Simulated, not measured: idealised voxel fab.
Name of the process module below: voxel double patterning
Pictured: cross-section cut, 150 nm wide, on a grid of 5 nm square cells.
Each cross-section below is a grid of square cells, stated as bands in top-down order, with one or more rows of cells making up each band. Per band: top height and bottom height in nm, followed by the left-to-right materials and their widths in nm; "throughout" marks a single material spanning edge to edge, "air" marks empty space. Measure heights from 0. That's the level where, below it, the as-received wafer is all one material. The lowest band is bottomless and extends downward; write it as in "0 -> down". It should be noted that a width expressed as "30 to 40" varies in equal increments from row to row of cells within the band, taking the value of the first number at the top row and that of the second number at the bottom row. Reading "same as before" for a step: not a cell of the cross-section changed in it. Each empty space that has no open way to the top and spans at least 8 cells appears under "Trapped voids" as width x height at distance, the distance counted from the left edge, all in nm. It should be noted that, on the line of a given step, the content following the step's settings is a remark produced by the simulator itself with respect to that step. The setting "overlay nm" may be written on the line of a step. When the step uses a mask, the value reports how far to the right of the planned place the mask lay, and a negative value reports that it lay to the left.

BELOW IS THE LIST OF PLANNED PROCESS STEPS
1) RECEIVE, material Si
2) CONFORMAL_DEP, material SiN, thk nm 10
3) DIRECTIONAL_DEP, material SiO2, thk nm 10
4) DIRECTIONAL_DEP, material SiCN, thk nm 5
5) DIRECTIONAL_DEP, material aC, thk nm 15
6) PATTERN, tone open, mask id FIRST, material resist, width nm 15, pitch nm 50, thk nm 35, overlay nm 0
7) DIRECTIONAL_ETCH, etch materials aC, depth nm 15
8) STRIP, etch materials resist
9) DIRECTIONAL_ETCH, etch materials SiCN, depth nm 5
10) STRIP, etch materials aC
11) PATTERN, tone open, mask id SECOND, material resist, width nm 15, thk nm 15, overlay nm 0
12) DIRECTIONAL_ETCH, etch materials SiCN, depth nm 5
13) STRIP, etch materials resist
14) DIRECTIONAL_ETCH, etch materials SiO2, depth nm 10
15) STRIP, etch materials SiCN

AS RECEIVED (POST STEP 1): CROSS-SECTION
  0 -> down  Si throughout
  Trapped voids: none

CROSS-SECTION: FIRST OF TWO WAFERS, MODULE FINISHED, RUN ACCORDING TO PLAN
  20 -> 10  40 of SiO2, then 15 of air, then 10 of SiO2, then 15 of air, then 10 of SiO2, then 15 of air, then 45 of SiO2
  10 -> 0  SiN throughout
  0 -> down  Si throughout
  Trapped voids: none

SECOND WAFER THROUGH THE MODULE, SECTIONED AT THE END: SAME BEGINNING AND SAME PLAN AS THE FIRST WAFER, WITH ONE MISTAKE IN CARRYING IT OUT
  20 -> 10  SiN throughout
  10 -> 0  SiO2 throughout
  0 -> down  Si throughout
  Trapped voids: none
Run error: deviation from plan: step 3 and step 2 executed in one another's positions
FYI, end of process, the second wafer has more or fewer cells of some materials than the first: SiO2 +18
